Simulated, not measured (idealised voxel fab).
process module | voxel wiring stack
cross-section cut | 250 nm wide | cells 5 nm
A cross-section is a grid of square cells, given in bands from the top down. A band is one or more rows of cells.
Each band's line starts with the height of the band's top and of its bottom, in nm. Then come its materials from left to right, each with its width in nm. One material with "throughout" fills the band from edge to edge. "air" is empty space.
Height 0 is the level under which the wafer as received is all one material. The lowest band goes on downwards, as in "0 down".
A width such as "30 to 40" changes by the same amount from each row of cells to the next, from the band's top row to its bottom row.
"no change" after a step means that no cell of the cross-section changed.
closed voids: empty space of 8 cells or more with no open way to the top, each as width x height at its distance from the left edge, in nm
after a step's settings: what the simulator itself notes on the step
overlay nm, on a step with a mask: how far to the right of its planned place the mask lay; to the left if negative
plan
1 op RECEIVE | material Si
2 op CONFORMAL_DEP | material SiO2 | thk nm 15
3 op CONFORMAL_DEP | material SiN | thk nm 5
4 op DIRECTIONAL_DEP | material SiO2 | thk nm 15
5 op DIRECTIONAL_DEP | material aC | thk nm 15
6 op PATTERN | tone open | mask id METAL_1 | material resist | width nm 20 | pitch nm 60 | thk nm 30 | overlay nm 0
7 op DIRECTIONAL_ETCH | etch materials aC | depth nm 15
8 op STRIP | etch materials resist
9 op DIRECTIONAL_ETCH | etch materials SiO2 | depth nm 15
10 op DIRECTIONAL_ETCH | etch materials SiN | depth nm 5
11 op STRIP | etch materials aC
12 op CONFORMAL_DEP | material TiN | thk nm 5
13 op FILL_DEP | material Cu | thk nm 10
14 op CMP | height nm 35
15 op EPI | material Ru | thk nm 5
16 op FILL_DEP | material SiCN | thk nm 5
17 op DIRECTIONAL_DEP | material SiO2 | thk nm 10
18 op DIRECTIONAL_DEP | material aC | thk nm 15
19 op PATTERN | tone open | mask id PLUG_1 | material resist | width nm 15 | pitch nm 60 | thk nm 30 | overlay nm 0
20 op DIRECTIONAL_ETCH | etch materials aC | depth nm 15
21 op STRIP | etch materials resist
22 op DIRECTIONAL_ETCH | etch materials SiO2 | depth nm 10
23 op DIRECTIONAL_ETCH | etch materials SiCN | depth nm 5
24 op STRIP | etch materials aC
25 op EPI | material Ru | thk nm 10
26 op EPI | material Ru | thk nm 5
27 op CONFORMAL_DEP | material SiCN | thk nm 5
28 op DIRECTIONAL_DEP | material lowk | thk nm 20
29 op DIRECTIONAL_DEP | material aC | thk nm 15
30 op PATTERN | tone open | mask id METAL_2 | material resist | width nm 30 | pitch nm 60 | thk nm 30 | overlay nm 0
31 op DIRECTIONAL_ETCH | etch materials aC | depth nm 15
32 op STRIP | etch materials resist
33 op DIRECTIONAL_ETCH | etch materials lowk | depth nm 20
34 op DIRECTIONAL_ETCH | etch materials SiCN | depth nm 5
35 op STRIP | etch materials aC
36 op CONFORMAL_DEP | material TiN | thk nm 5
37 op FILL_DEP | material W | thk nm 10
38 op CMP | height nm 80
39 op CONFORMAL_DEP | material SiCN | thk nm 5
40 op DIRECTIONAL_DEP | material SiO2 | thk nm 30
41 op DIRECTIONAL_DEP | material aC | thk nm 15
42 op PATTERN | tone open | mask id METAL_3_HOLES | material resist | width nm 15 | pitch nm 60 | thk nm 35 | overlay nm 0
43 op DIRECTIONAL_ETCH | etch materials aC | depth nm 15
44 op STRIP | etch materials resist
45 op DIRECTIONAL_ETCH | etch materials SiO2 | depth nm 30
46 op STRIP | etch materials aC
47 op MASKED_ETCH | tone open | mask id METAL_3 | width nm 30 | pitch nm 60 | etch materials SiO2 | depth nm 15 | overlay nm 0
48 op MASKED_ETCH | tone open | mask id METAL_3 | width nm 30 | pitch nm 60 | etch materials SiCN | depth nm 5 | overlay nm 0
49 op CONFORMAL_DEP | material TiN | thk nm 5
50 op FILL_DEP | material Ru | thk nm 10
51 op CMP | height nm 115
52 op CONFORMAL_DEP | material SiCN | thk nm 5
53 op DIRECTIONAL_DEP | material lowk | thk nm 25
54 op PATTERN | tone open | mask id METAL_4_HOLES | material resist | width nm 15 | thk nm 15 | overlay nm 0
55 op DIRECTIONAL_ETCH | etch materials lowk | depth nm 25
56 op STRIP | etch materials resist
57 op MASKED_ETCH | tone open | mask id METAL_4 | width nm 30 | pitch nm 60 | etch materials lowk | depth nm 15 | overlay nm 0
58 op MASKED_ETCH | tone open | mask id METAL_4 | width nm 30 | pitch nm 60 | etch materials SiCN | depth nm 5 | overlay nm 0
59 op CONFORMAL_DEP | material TiN | thk nm 5
60 op FILL_DEP | material Cu | thk nm 10
61 op CMP | height nm 145
62 op CONFORMAL_DEP | material SiCN | thk nm 5
varied across the wafers: width nm of step 6. The plan shows the first wafer's value. All wafers start alike
first wafer as received, after step 1
  0 down: Si throughout
  closed voids: none
each wafer at the end: cells of each material gained (+) or lost (-) since it was received, then its closed voids
width nm 20 | +31 Cu | +54 Ru | +261 SiCN | +42 SiN | +610 SiO2 | +110 TiN | +32 W | +360 lowk | closed voids: none
width nm 25 | +37 Cu | +56 Ru | +259 SiCN | +40 SiN | +604 SiO2 | +112 TiN | +32 W | +360 lowk | closed voids: none
width nm 30 | +43 Cu | +58 Ru | +257 SiCN | +38 SiN | +598 SiO2 | +114 TiN | +32 W | +360 lowk | closed voids: none
width nm 35 | +49 Cu | +60 Ru | +255 SiCN | +36 SiN | +592 SiO2 | +116 TiN | +32 W | +360 lowk | closed voids: none
width nm 40 | +55 Cu | +62 Ru | +253 SiCN | +34 SiN | +586 SiO2 | +118 TiN | +32 W | +360 lowk | closed voids: none
width nm 45 | +61 Cu | +64 Ru | +251 SiCN | +32 SiN | +580 SiO2 | +120 TiN | +32 W | +360 lowk | closed voids: none
